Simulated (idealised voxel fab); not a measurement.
This is a process module. Its name is voxel released beams.
Xsec cut, 190 nm wide, square cell size 5 nm.
Cross-section layout: square cells on a grid; listed as bands, top to bottom; a band spans one or more cell rows. For a band, the entry starts with two heights in nm, that of the top and then that of the bottom, and carries on with the band's materials in order from left to right, each alongside its width in nm; the word "throughout" beside a single material means it fills the band edge to edge, and "air" means empty space. Below 0: as-received wafer, all one material; heights counted from there. Lowest band: no bottom, goes on down, written "0 and below". A width given as "30 to 40" starts at the first number in the band's top row and ends at the second number in its bottom row, shifting by an equal amount at every step from row to row. Step marked "everything unchanged"? Then no cell in the cross-section changed in it. This entry, "Trapped voids", enumerates those empty regions of no fewer than 8 cells that possess no open connection to the top. Each region is reported in the form width x height at distance, the distance being taken from the left edge, with all three quantities expressed in nm. On a step's line, text after the settings is the simulator commenting on that step. overlay nm: step with mask; distance mask lay right of planned place; negative value = left of planned place.

-- So here's the lineup of process steps we planned
1,RECEIVE,material Si
2,CONFORMAL_DEP,material SiN,thk nm 10
3,DIRECTIONAL_DEP,material SiO2,thk nm 10
4,DIRECTIONAL_DEP,material aC,thk nm 15
5,PATTERN,tone open,mask id ANCHOR,material resist,width nm 35,thk nm 35,overlay nm 0
6,DIRECTIONAL_ETCH,etch materials aC,depth nm 15
7,STRIP,etch materials resist
8,DIRECTIONAL_ETCH,etch materials SiO2,depth nm 10
9,STRIP,etch materials aC
10,CONFORMAL_DEP,material TiN,thk nm 10
11,DIRECTIONAL_DEP,material aC,thk nm 10
12,PATTERN,tone cover,mask id BEAM,material resist,width nm 100,thk nm 30,overlay nm 0
13,DIRECTIONAL_ETCH,etch materials aC,depth nm 10
14,STRIP,etch materials resist
15,DIRECTIONAL_ETCH,etch materials TiN,depth nm 10
16,STRIP,etch materials aC
17,STRIP,etch materials SiO2

-- Incoming wafer, cross-sectional view, post step 1
0 and below | Si throughout
Trapped voids: none

-- Run as planned - first of the two wafers cross-sectioned at the end of the module
30 down to 20 | 40 of air; 15 of TiN; 15 of air; 70 of TiN; 50 of air
20 down to 10 | 45 of air; 35 of TiN; 110 of air
10 down to 0 | SiN throughout
0 and below | Si throughout
Trapped voids: none

-- Same start, same plan as the first wafer - but one mistake in the run. Cross-section of the second of the two at the end of the module
30 down to 20 | 40 of air; 20 of TiN; 10 of air; 70 of TiN; 50 of air
20 down to 10 | 50 of air; 30 of TiN; 110 of air
10 down to 0 | SiN throughout
0 and below | Si throughout
Trapped voids: none
In executing the process, a mistake was made relative to the plan: step 5 was not run as planned; what actually ran was PATTERN,tone open,mask id ANCHOR,material resist,width nm 30,thk nm 35,overlay nm 0
Comparing end states, the material composition by cell count is preserved from the first wafer to the second, while the locations of the cells are not.
